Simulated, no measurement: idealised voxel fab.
The following process module bears the name voxel spacer lines.
The figure presents cross-section cut, which has a width of 300 nm and is divided into square cells with an edge length of 5 nm.
Cross-section spec: square-cell grid; bands listed top down; each band is one or more rows. The band entry comprises the height of the band's top followed by the height of its bottom, expressed in nm, and subsequently the band's materials from left to right, each stated together with its width in nm. Where a single material is marked with the word "throughout", that material fills the band from edge to edge. The word "air" represents empty space. All heights in this document are referenced to 0, defined as the level beneath which the wafer, as received, consists entirely of one material. The lowest band is not bounded below; it extends indefinitely downward and is written in the form "z 0 and below". The width entry "30->40" should be interpreted row by row: the top row of cells in the band takes the first number, the bottom row takes the second number, and the change between adjacent rows is uniform throughout. "nothing different" for a step: no cell of the cross-section changed in that step. Under "Voids, fully enclosed" you'll find the enclosed gaps, the ones with no way out to the top, that are 8 cells or bigger; each reads width x height at distance, with distance counted from the left edge, everything in nm. If you see something after the settings on a step's line, that's the simulator's own remark about that step. overlay nm: how far to the right of its planned place the mask lay on this masked step (negative: to the left).

STEPS IN THE PROCESS PLAN
1 op RECEIVE | material Si
2 op CONFORMAL_DEP | material Al2O3 | thk nm 10
3 op DIRECTIONAL_DEP | material W | thk nm 15
4 op DIRECTIONAL_DEP | material polySi | thk nm 25
5 op PATTERN | tone cover | mask id MANDREL | material resist | width nm 15 | pitch nm 50 | thk nm 30 | overlay nm -15
6 op DIRECTIONAL_ETCH | etch materials polySi | depth nm 25
7 op STRIP | etch materials resist
8 op CONFORMAL_DEP | material SiO2 | thk nm 10
9 op DIRECTIONAL_ETCH | etch materials SiO2 | depth nm 10
10 op STRIP | etch materials polySi
11 op DIRECTIONAL_ETCH | etch materials W | depth nm 15
12 op STRIP | etch materials SiO2
13 op FILL_DEP | material SiO2 | thk nm 5
14 op CMP | height nm 25
Same starting wafers, different overlay nm at step 5. Plan value belongs to the first wafer.

CROSS-SECTION OF THE FIRST OF SEVERAL WAFERS AS RECEIVED (AFTER STEP 1)
	z 0 and below = Si throughout
	Voids, fully enclosed: none

DEPICTED HERE IS THE FIRST OF SEVERAL WAFERS IN CROSS-SECTION, AT MODULE COMPLETION FOLLOWING THE LAST STEP, STEP 14
	z 25 to 10 = SiO2 (90)  W (10)  SiO2 (15)  W (10)  SiO2 (15)  W (10)  SiO2 (15)  W (10)  SiO2 (125)
	z 10 to 0 = Al2O3 throughout
	z 0 and below = Si throughout
	Voids, fully enclosed: none

CROSS-SECTION OF THE LAST WAFER AT END OF MODULE
	z 25 to 10 = SiO2 (120)  W (10)  SiO2 (15)  W (10)  SiO2 (15)  W (10)  SiO2 (15)  W (10)  SiO2 (95)
	z 10 to 0 = Al2O3 throughout
	z 0 and below = Si throughout
	Voids, fully enclosed: none

PER WAFER, END OF MODULE: CELLS GAINED (+) OR LOST (-) PER MATERIAL SINCE RECEIPT, THEN CLOSED VOIDS
overlay nm -15 | +120 Al2O3 | +156 SiO2 | +24 W | Voids, fully enclosed: none
overlay nm -10 | +120 Al2O3 | +156 SiO2 | +24 W | Voids, fully enclosed: none
overlay nm -5 | +120 Al2O3 | +156 SiO2 | +24 W | Voids, fully enclosed: none
overlay nm 0 | +120 Al2O3 | +156 SiO2 | +24 W | Voids, fully enclosed: none
overlay nm 5 | +120 Al2O3 | +156 SiO2 | +24 W | Voids, fully enclosed: none
overlay nm 10 | +120 Al2O3 | +156 SiO2 | +24 W | Voids, fully enclosed: none
overlay nm 15 | +120 Al2O3 | +156 SiO2 | +24 W | Voids, fully enclosed: none
